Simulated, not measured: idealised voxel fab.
Process module, titled voxel spacer lines
The width of the displayed cross-section, cut, is 250 nm; its cells are square, with a size of 5 nm.
If you're reading a cross-section in this doc, picture square cells in a grid; it comes to you as bands, top ones listed first down to the bottom, and a band can be one or more rows of cells. First you get the band's top height and its bottom height, in nm, and then the materials it's made of, left to right, with each width in nm. If you see a single material with "full width", that one covers the band edge to edge. "air" is empty space. Measure heights from 0. That's the level where, below it, the as-received wafer is all one material. The lowest band is bottomless and extends downward; write it as in "0 -> down". Width spec "30 to 40" -> top row of cells at first value, bottom row at second value, equal per-row change in between. No cell of the cross-section changed in a step that is given as "no alterations made". What "Sealed voids" gives you is every empty space of 8 cells or more that is cut off from the top. Each appears as width x height at distance, with the distance taken from the left edge and width, height and distance all in nm. On a step's line, text after the settings is the simulator commenting on that step. "overlay nm" on a masked step: distance the mask lay right of its planned place, negative for left.
-- Planned step list for the process
1: RECEIVE,material Si
2: CONFORMAL_DEP,material Al2O3,thk nm 10
3: DIRECTIONAL_DEP,material SiN,thk nm 20
4: DIRECTIONAL_DEP,material aC,thk nm 20
5: PATTERN,tone cover,mask id MANDREL,material resist,width nm 15,pitch nm 50,thk nm 30,overlay nm 0
6: DIRECTIONAL_ETCH,etch materials aC,depth nm 20
7: STRIP,etch materials resist
8: CONFORMAL_DEP,material SiO2,thk nm 10
9: DIRECTIONAL_ETCH,etch materials SiO2,depth nm 10
10: STRIP,etch materials aC
11: DIRECTIONAL_ETCH,etch materials SiN,depth nm 20
12: STRIP,etch materials SiO2
13: FILL_DEP,material lowk,thk nm 5
14: CMP,height nm 30
-- The cross-section here shows the wafer as received, i.e. in its state after step 1
> 0 -> down: Si full width
> Sealed voids: none
-- Cross-section: first of two wafers, module finished, run according to plan
> 30 -> 10: lowk=55 / SiN=10 / lowk=15 / SiN=10 / lowk=15 / SiN=10 / lowk=15 / SiN=10 / lowk=15 / SiN=10 / lowk=15 / SiN=10 / lowk=60
> 10 -> 0: Al2O3 full width
> 0 -> down: Si full width
> Sealed voids: none
-- Second wafer cross-section at end of module - shared start and plan with the first, one mistake in the run
> 30 -> 0: Al2O3 full width
> 0 -> down: Si full width
> Sealed voids: none
Short version of what went wrong: in deviation from the planned setting, step 3 was conducted as DIRECTIONAL_DEP,material Al2O3,thk nm 20
It is noted that, at the conclusion of processing, the second wafer exhibits a higher or lower cell count for certain materials relative to the first: +200 Al2O3; -48 SiN; -152 lowk
